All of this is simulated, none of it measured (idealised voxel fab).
process module | voxel plated lines
cross-section cut | 240 nm wide | cells 5 nm
A cross-section is a grid of square cells, given in bands from the top down. A band is one or more rows of cells.
Each band's line starts with the height of the band's top and of its bottom, in nm. Then come its materials from left to right, each with its width in nm. One material with "throughout" fills the band from edge to edge. "air" is empty space.
Height 0 is the level under which the wafer as received is all one material. The lowest band goes on downwards, as in "0 down".
A width such as "30 to 40" changes by the same amount from each row of cells to the next, from the band's top row to its bottom row.
"no change" after a step means that no cell of the cross-section changed.
closed voids: empty space of 8 cells or more with no open way to the top, each as width x height at its distance from the left edge, in nm
after a step's settings: what the simulator itself notes on the step
overlay nm, on a step with a mask: how far to the right of its planned place the mask lay; to the left if negative
plan
1 op RECEIVE | material Si
2 op CONFORMAL_DEP | material SiN | thk nm 5
3 op DIRECTIONAL_DEP | material TiN | thk nm 5
4 op PATTERN | tone open | mask id LINES | material resist | width nm 15 | pitch nm 35 | thk nm 35 | overlay nm 0
5 op EPI | material Ru | thk nm 5
6 op EPI | material Ru | thk nm 5
7 op EPI | material Ru | thk nm 10
8 op STRIP | etch materials resist
9 op DIRECTIONAL_ETCH | etch materials TiN | depth nm 5
10 op CONFORMAL_DEP | material SiCN | thk nm 5
first wafer, as planned
as received, after step 1
  0 down: Si throughout
  closed voids: none
after step 2
  5 to 0: SiN throughout
  below 0: unchanged
after step 3
  10 to 5: TiN throughout
  below 5: unchanged
after step 4
  45 to 10: resist 95 | air 15 | resist 20 | air 15 | resist 95
  below 10: unchanged
after step 5
  45 to 15: resist 95 | air 15 | resist 20 | air 15 | resist 95
  15 to 10: resist 95 | Ru 15 | resist 20 | Ru 15 | resist 95
  below 10: unchanged
after step 6
  45 to 20: resist 95 | air 15 | resist 20 | air 15 | resist 95
  20 to 10: resist 95 | Ru 15 | resist 20 | Ru 15 | resist 95
  below 10: unchanged
after step 7
  45 to 30: resist 95 | air 15 | resist 20 | air 15 | resist 95
  30 to 10: resist 95 | Ru 15 | resist 20 | Ru 15 | resist 95
  below 10: unchanged
after step 8
  30 to 10: air 95 | Ru 15 | air 20 | Ru 15 | air 95
  below 10: unchanged
after step 9
  30 to 10: air 95 | Ru 15 | air 20 | Ru 15 | air 95
  10 to 5: air 95 | TiN 15 | air 20 | TiN 15 | air 95
  below 5: unchanged
after step 10
  35 to 30: air 90 | SiCN 25 | air 10 | SiCN 25 | air 90
  30 to 10: air 90 | SiCN 5 | Ru 15 | SiCN 5 | air 10 | SiCN 5 | Ru 15 | SiCN 5 | air 90
  10 to 5: SiCN 95 | TiN 15 | SiCN 20 | TiN 15 | SiCN 95
  below 5: unchanged
second wafer: like start, like plan, one mistake. Through step 9 it matches the first wafer
when step 10 should have ended
  35 to 30: air 90 | TiN 25 | air 10 | TiN 25 | air 90
  30 to 10: air 90 | TiN 5 | Ru 15 | TiN 5 | air 10 | TiN 5 | Ru 15 | TiN 5 | air 90
  10 to 5: TiN throughout
  below 5: unchanged
what went wrong: step 10 ran as: op CONFORMAL_DEP | material TiN | thk nm 5
at the end the second wafer has, in cells: 68 fewer of SiCN | 68 more of TiN
